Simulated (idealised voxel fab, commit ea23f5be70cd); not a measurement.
Title: Process Module voxel wiring stack
The cross-section shown here is cut; it is 205 nm wide and divided into square cells measuring 5 nm on a side.
Bands, listed from the top down, are how a cross-section gets written in this document; the cross-section itself is a grid of square cells, and a band is one or more rows of them. Top height, bottom height, nm. Materials left to right, width each, nm. Single material + "edge to edge" = fills band edge to edge. "air" = empty. All heights in this document are referenced to 0, defined as the level beneath which the wafer, as received, consists entirely of one material. The lowest band is not bounded below; it extends indefinitely downward and is written in the form "top 0, no bottom". It should be noted that a width expressed as "30..40" varies in equal increments from row to row of cells within the band, taking the value of the first number at the top row and that of the second number at the bottom row. No cell of the cross-section changed in a step that is given as "changes: none". In the "Fully closed voids" entry, you get each enclosed empty space of 8 cells or more, one with no open way to the top, written width x height at distance, distance from the left edge, in nm. after a step's settings: what the simulator itself notes on the step. overlay nm: step with mask; distance mask lay right of planned place; negative value = left of planned place.
[The planned process steps are enumerated hereunder]
1,RECEIVE (material Si)
2,CONFORMAL_DEP (material SiO2; thk nm 10)
3,DIRECTIONAL_DEP (material TiN; thk nm 5)
4,DIRECTIONAL_DEP (material Ru; thk nm 15)
5,DIRECTIONAL_DEP (material aC; thk nm 5)
6,PATTERN (tone cover; mask id METAL_1; material resist; width nm 30; pitch nm 60; thk nm 35; overlay nm 0)
7,DIRECTIONAL_ETCH (etch materials aC; depth nm 15)
8,STRIP (etch materials resist)
9,DIRECTIONAL_ETCH (etch materials Ru; depth nm 15)
10,DIRECTIONAL_ETCH (etch materials TiN; depth nm 5)
11,STRIP (etch materials aC)
12,FILL_DEP (material lowk; thk nm 5)
13,CMP (height nm 30)
14,CONFORMAL_DEP (material SiCN; thk nm 5)
15,DIRECTIONAL_DEP (material lowk; thk nm 25)
16,PATTERN (tone open; mask id METAL_2; material resist; width nm 30; pitch nm 60; thk nm 20; overlay nm 0)
17,DIRECTIONAL_ETCH (etch materials lowk; depth nm 15)
18,STRIP (etch materials resist)
19,PATTERN (tone open; mask id METAL_2_HOLES; material resist; width nm 15; pitch nm 60; thk nm 20; overlay nm 0)
20,DIRECTIONAL_ETCH (etch materials lowk; depth nm 10)
21,DIRECTIONAL_ETCH (etch materials SiCN; depth nm 5)
22,STRIP (etch materials resist)
23,CONFORMAL_DEP (material TiN; thk nm 5)
24,FILL_DEP (material Ru; thk nm 5)
25,CMP (height nm 60)
26,CONFORMAL_DEP (material SiCN; thk nm 5)
27,DIRECTIONAL_DEP (material SiO2; thk nm 10)
28,PATTERN (tone open; mask id PLUG_2; material resist; width nm 15; pitch nm 60; thk nm 20; overlay nm 0)
29,DIRECTIONAL_ETCH (etch materials SiO2; depth nm 10)
30,DIRECTIONAL_ETCH (etch materials SiCN; depth nm 5)
31,STRIP (etch materials resist)
32,CONFORMAL_DEP (material TiN; thk nm 5)
33,FILL_DEP (material W; thk nm 5)
34,CMP (height nm 75)
35,CONFORMAL_DEP (material SiN; thk nm 5)
36,DIRECTIONAL_DEP (material lowk; thk nm 20)
37,DIRECTIONAL_DEP (material aC; thk nm 15)
38,PATTERN (tone open; mask id METAL_3; material resist; width nm 30; pitch nm 60; thk nm 30; overlay nm 0)
39,DIRECTIONAL_ETCH (etch materials aC; depth nm 15)
40,STRIP (etch materials resist)
41,DIRECTIONAL_ETCH (etch materials lowk; depth nm 20)
42,DIRECTIONAL_ETCH (etch materials SiN; depth nm 5)
43,STRIP (etch materials aC)
44,CONFORMAL_DEP (material TiN; thk nm 5)
45,FILL_DEP (material Ru; thk nm 5)
46,CMP (height nm 100)
47,CONFORMAL_DEP (material SiN; thk nm 5)
Wafers differ in thk nm at step 5; plan lists the first wafer's value; identical starting state.
[After step 1, as received: first of several wafers, cross-section]
top 0, no bottom: Si edge to edge
Fully closed voids: none
[Module finished, last step 47 done: cross-section of the first of several wafers]
top 105, bottom 100: SiN edge to edge
top 100, bottom 80: lowk: 55, TiN: 5, Ru: 20, TiN: 5, lowk: 30, TiN: 5, Ru: 20, TiN: 5, lowk: 60
top 80, bottom 75: SiN: 55, TiN: 30, SiN: 30, TiN: 30, SiN: 60
top 75, bottom 65: SiO2: 55, TiN: 5, W: 5, TiN: 5, SiO2: 45, TiN: 5, W: 5, TiN: 5, SiO2: 75
top 65, bottom 60: SiCN: 55, TiN: 15, SiCN: 45, TiN: 15, SiCN: 75
top 60, bottom 50: lowk: 55, TiN: 5, Ru: 20, TiN: 5, lowk: 30, TiN: 5, Ru: 20, TiN: 5, lowk: 60
top 50, bottom 45: lowk: 55, TiN: 5, Ru: 5, TiN: 20, lowk: 30, TiN: 5, Ru: 5, TiN: 20, lowk: 60
top 45, bottom 35: lowk: 55, TiN: 5, Ru: 5, TiN: 5, lowk: 45, TiN: 5, Ru: 5, TiN: 5, lowk: 75
top 35, bottom 30: SiCN: 55, TiN: 15, SiCN: 45, TiN: 15, SiCN: 75
top 30, bottom 15: lowk: 55, Ru: 30, lowk: 30, Ru: 30, lowk: 60
top 15, bottom 10: lowk: 55, TiN: 30, lowk: 30, TiN: 30, lowk: 60
top 10, bottom 0: SiO2 edge to edge
top 0, no bottom: Si edge to edge
Fully closed voids: none
[The final wafer, sectioned at module end]
top 105, bottom 100: SiN edge to edge
top 100, bottom 80: lowk: 55, TiN: 5, Ru: 20, TiN: 5, lowk: 30, TiN: 5, Ru: 20, TiN: 5, lowk: 60
top 80, bottom 75: SiN: 55, TiN: 30, SiN: 30, TiN: 30, SiN: 60
top 75, bottom 65: SiO2: 55, TiN: 5, W: 5, TiN: 5, SiO2: 45, TiN: 5, W: 5, TiN: 5, SiO2: 75
top 65, bottom 60: SiCN: 55, TiN: 15, SiCN: 45, TiN: 15, SiCN: 75
top 60, bottom 50: lowk: 55, TiN: 5, Ru: 20, TiN: 5, lowk: 30, TiN: 5, Ru: 20, TiN: 5, lowk: 60
top 50, bottom 45: lowk: 55, TiN: 5, Ru: 5, TiN: 20, lowk: 30, TiN: 5, Ru: 5, TiN: 20, lowk: 60
top 45, bottom 35: lowk: 55, TiN: 5, Ru: 5, TiN: 5, lowk: 45, TiN: 5, Ru: 5, TiN: 5, lowk: 75
top 35, bottom 30: SiCN: 55, TiN: 15, SiCN: 45, TiN: 15, SiCN: 75
top 30, bottom 15: Ru edge to edge
top 15, bottom 10: TiN edge to edge
top 10, bottom 0: SiO2 edge to edge
top 0, no bottom: Si edge to edge
Fully closed voids: none
[Heads up, this table goes wafer by wafer. A row tells you, at the end of the module, how many cells of each material that wafer has put on (+) or dropped (-) since it was received, and then its closed voids]
thk nm 5 | +90 Ru | +70 SiCN | +70 SiN | +152 SiO2 | +86 TiN | +4 W | +389 lowk | Fully closed voids: none
thk nm 10 | +90 Ru | +70 SiCN | +70 SiN | +152 SiO2 | +86 TiN | +4 W | +389 lowk | Fully closed voids: none
thk nm 15 | +90 Ru | +70 SiCN | +70 SiN | +152 SiO2 | +86 TiN | +4 W | +389 lowk | Fully closed voids: none
thk nm 20 | +177 Ru | +70 SiCN | +70 SiN | +152 SiO2 | +115 TiN | +4 W | +273 lowk | Fully closed voids: none
thk nm 25 | +177 Ru | +70 SiCN | +70 SiN | +152 SiO2 | +115 TiN | +4 W | +273 lowk | Fully closed voids: none
thk nm 30 | +177 Ru | +70 SiCN | +70 SiN | +152 SiO2 | +115 TiN | +4 W | +273 lowk | Fully closed voids: none
